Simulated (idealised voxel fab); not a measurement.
process module | voxel ribs on slabs
cross-section cut | 230 nm wide | cells 5 nm
A cross-section is a grid of square cells, given in bands from the top down. A band is one or more rows of cells.
Each band's line starts with the height of the band's top and of its bottom, in nm. Then come its materials from left to right, each with its width in nm. One material with "throughout" fills the band from edge to edge. "air" is empty space.
Height 0 is the level under which the wafer as received is all one material. The lowest band goes on downwards, as in "0 down".
A width such as "30 to 40" changes by the same amount from each row of cells to the next, from the band's top row to its bottom row.
"no change" after a step means that no cell of the cross-section changed.
closed voids: empty space of 8 cells or more with no open way to the top, each as width x height at its distance from the left edge, in nm
after a step's settings: what the simulator itself notes on the step
overlay nm, on a step with a mask: how far to the right of its planned place the mask lay; to the left if negative
plan
1 op RECEIVE | material Si
2 op DIRECTIONAL_DEP | material SiO2 | thk nm 20
3 op DIRECTIONAL_DEP | material polySi | thk nm 25
4 op MASKED_ETCH | tone cover | mask id RIB | width nm 20 | etch materials polySi | depth nm 20 | overlay nm 0
5 op DIRECTIONAL_DEP | material aC | thk nm 15
6 op PATTERN | tone cover | mask id SLAB | material resist | width nm 70 | thk nm 35 | overlay nm 0
7 op DIRECTIONAL_ETCH | etch materials aC | depth nm 15
8 op STRIP | etch materials resist
9 op DIRECTIONAL_ETCH | etch materials polySi | depth nm 5
10 op STRIP | etch materials aC
11 op FILL_DEP | material SiO2 | thk nm 20
12 op CMP | height nm 55
13 op DIRECTIONAL_DEP | material W | thk nm 10
14 op DIRECTIONAL_DEP | material aC | thk nm 10
15 op PATTERN | tone cover | mask id HEATER | material resist | width nm 30 | thk nm 30 | overlay nm 0
16 op DIRECTIONAL_ETCH | etch materials aC | depth nm 10
17 op STRIP | etch materials resist
18 op DIRECTIONAL_ETCH | etch materials W | depth nm 10
19 op STRIP | etch materials aC
20 op CONFORMAL_DEP | material SiO2 | thk nm 5
as received, after step 1
  0 down: Si throughout
  closed voids: none
a wafer at the end: this start, this plan, one mistake
  80 to 70: air 85 | SiO2 60 | air 85
  70 to 65: SiO2 throughout
  65 to 55: SiO2 100 | W 30 | SiO2 100
  55 to 45: SiO2 throughout
  45 to 25: SiO2 105 | polySi 20 | SiO2 105
  25 to 20: SiO2 80 | polySi 70 | SiO2 80
  20 to 0: SiO2 throughout
  0 down: Si throughout
  closed voids: none
what went wrong: step 20 ran as: op CONFORMAL_DEP | material SiO2 | thk nm 15
